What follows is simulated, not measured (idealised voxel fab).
The process module presented herein is designated voxel wiring stack.
Cross-section cut: width 150 nm, square cells of 5 nm.
Cross-sections here: square-cell grids, written as top-down lists of bands, a band being one or more rows of cells.
Top, bottom (nm), then materials left to right with widths (nm); lone material tagged "full width" fills the whole band edge to edge; "blank" = empty space.
Counting heights begins at 0, where everything beneath is, in the wafer as received, one material. The lowest band has no bottom; it goes on downwards, as "0 and below" shows.
Quick explanation for "30 to 40": the width changes in equal steps down the rows of cells, from the first number in the band's top row to the second number in its bottom row.
"no modifications", as given for a step, is the statement that not any cell of the cross-section underwent a change during that step.
"Enclosed internal voids": empty spaces of 8 cells or more with no open way to the top, each given as width x height at distance, distance from the left edge, all in nm.
Whatever follows a step's settings on its line is a remark the simulator itself makes about that step.
"overlay nm" denotes, for a step that has a mask, the displacement of the mask to the right of its planned place, with negative values corresponding to the left.

### Process steps - plan
1) RECEIVE (material Si)
2) CONFORMAL_DEP (material SiO2; thk nm 15)
3) DIRECTIONAL_DEP (material TiN; thk nm 5)
4) DIRECTIONAL_DEP (material Ru; thk nm 15)
5) MASKED_ETCH (tone cover; mask id METAL_1; width nm 25; pitch nm 45; etch materials Ru; depth nm 15; overlay nm 0)
6) MASKED_ETCH (tone cover; mask id METAL_1; width nm 25; pitch nm 45; etch materials TiN; depth nm 5; overlay nm 0)
7) CONFORMAL_DEP (material SiN; thk nm 5)
8) FILL_DEP (material lowk; thk nm 5)
9) CMP (height nm 35)
10) CONFORMAL_DEP (material SiCN; thk nm 5)
11) DIRECTIONAL_DEP (material SiO2; thk nm 15)
12) MASKED_ETCH (tone open; mask id PLUG_1; width nm 15; pitch nm 90; etch materials SiO2; depth nm 15; overlay nm 0)
13) MASKED_ETCH (tone open; mask id PLUG_1; width nm 15; pitch nm 90; etch materials SiCN; depth nm 5; overlay nm 0)
14) CONFORMAL_DEP (material TiN; thk nm 5)
15) FILL_DEP (material Cu; thk nm 10)
16) CMP (height nm 55)
17) CONFORMAL_DEP (material SiCN; thk nm 5)
18) DIRECTIONAL_DEP (material lowk; thk nm 15)
19) DIRECTIONAL_DEP (material aC; thk nm 15)
20) PATTERN (tone open; mask id METAL_2; material resist; width nm 25; pitch nm 45; thk nm 30; overlay nm 0)
21) DIRECTIONAL_ETCH (etch materials aC; depth nm 15)
22) STRIP (etch materials resist)
23) DIRECTIONAL_ETCH (etch materials lowk; depth nm 15)
24) DIRECTIONAL_ETCH (etch materials SiCN; depth nm 5)
25) STRIP (etch materials aC)
26) CONFORMAL_DEP (material TiN; thk nm 5)
27) FILL_DEP (material Ru; thk nm 10)
28) CMP (height nm 75)
29) CONFORMAL_DEP (material SiCN; thk nm 5)
30) DIRECTIONAL_DEP (material SiO2; thk nm 35)
31) MASKED_ETCH (tone open; mask id METAL_3_HOLES; width nm 15; pitch nm 45; etch materials SiO2; depth nm 35; overlay nm 0)
32) PATTERN (tone open; mask id METAL_3; material resist; width nm 25; pitch nm 45; thk nm 15; overlay nm 0)
33) DIRECTIONAL_ETCH (etch materials SiO2; depth nm 20)
34) DIRECTIONAL_ETCH (etch materials SiCN; depth nm 5)
35) STRIP (etch materials resist)
36) CONFORMAL_DEP (material TiN; thk nm 5)
37) FILL_DEP (material Cu; thk nm 5)
38) CMP (height nm 115)
39) CONFORMAL_DEP (material SiN; thk nm 5)

### Wafer at receipt (post step 1), cross-section
* 0 and below  Si full width
* Enclosed internal voids: none

### Starting wafer: above. Plan: above. Run: one mistake. Cross-section after the module: below
* 120 down to 115  SiN full width
* 115 down to 100  15 of SiO2, 5 of TiN, 15 of Cu, 5 of TiN, 20 of SiO2, 5 of TiN, 15 of Cu, 5 of TiN, 20 of SiO2, 5 of TiN, 15 of Cu, 5 of TiN, 20 of SiO2
* 100 down to 95  15 of SiO2, 5 of TiN, 5 of Cu, 15 of TiN, 20 of SiO2, 5 of TiN, 5 of Cu, 15 of TiN, 20 of SiO2, 5 of TiN, 5 of Cu, 15 of TiN, 20 of SiO2
* 95 down to 80  15 of SiO2, 5 of TiN, 5 of Cu, 5 of TiN, 30 of SiO2, 5 of TiN, 5 of Cu, 5 of TiN, 30 of SiO2, 5 of TiN, 5 of Cu, 5 of TiN, 30 of SiO2
* 80 down to 75  15 of SiCN, 15 of TiN, 30 of SiCN, 15 of TiN, 30 of SiCN, 15 of TiN, 30 of SiCN
* 75 down to 60  Ru full width
* 60 down to 55  SiCN full width
* 55 down to 40  15 of SiO2, 5 of TiN, 5 of Cu, 5 of TiN, 75 of SiO2, 5 of TiN, 5 of Cu, 5 of TiN, 30 of SiO2
* 40 down to 35  15 of SiCN, 15 of TiN, 75 of SiCN, 15 of TiN, 30 of SiCN
* 35 down to 20  10 of lowk, 5 of SiN, 25 of Ru, 5 of SiN, 10 of lowk, 5 of SiN, 25 of Ru, 5 of SiN, 10 of lowk, 5 of SiN, 25 of Ru, 5 of SiN, 15 of lowk
* 20 down to 15  15 of SiN, 25 of TiN, 20 of SiN, 25 of TiN, 20 of SiN, 25 of TiN, 20 of SiN
* 15 down to 0  SiO2 full width
* 0 and below  Si full width
* Enclosed internal voids: none
Against the plan, the run slipped here: step 18: run off-plan, actual operation and settings DIRECTIONAL_DEP (material Ru; thk nm 15)
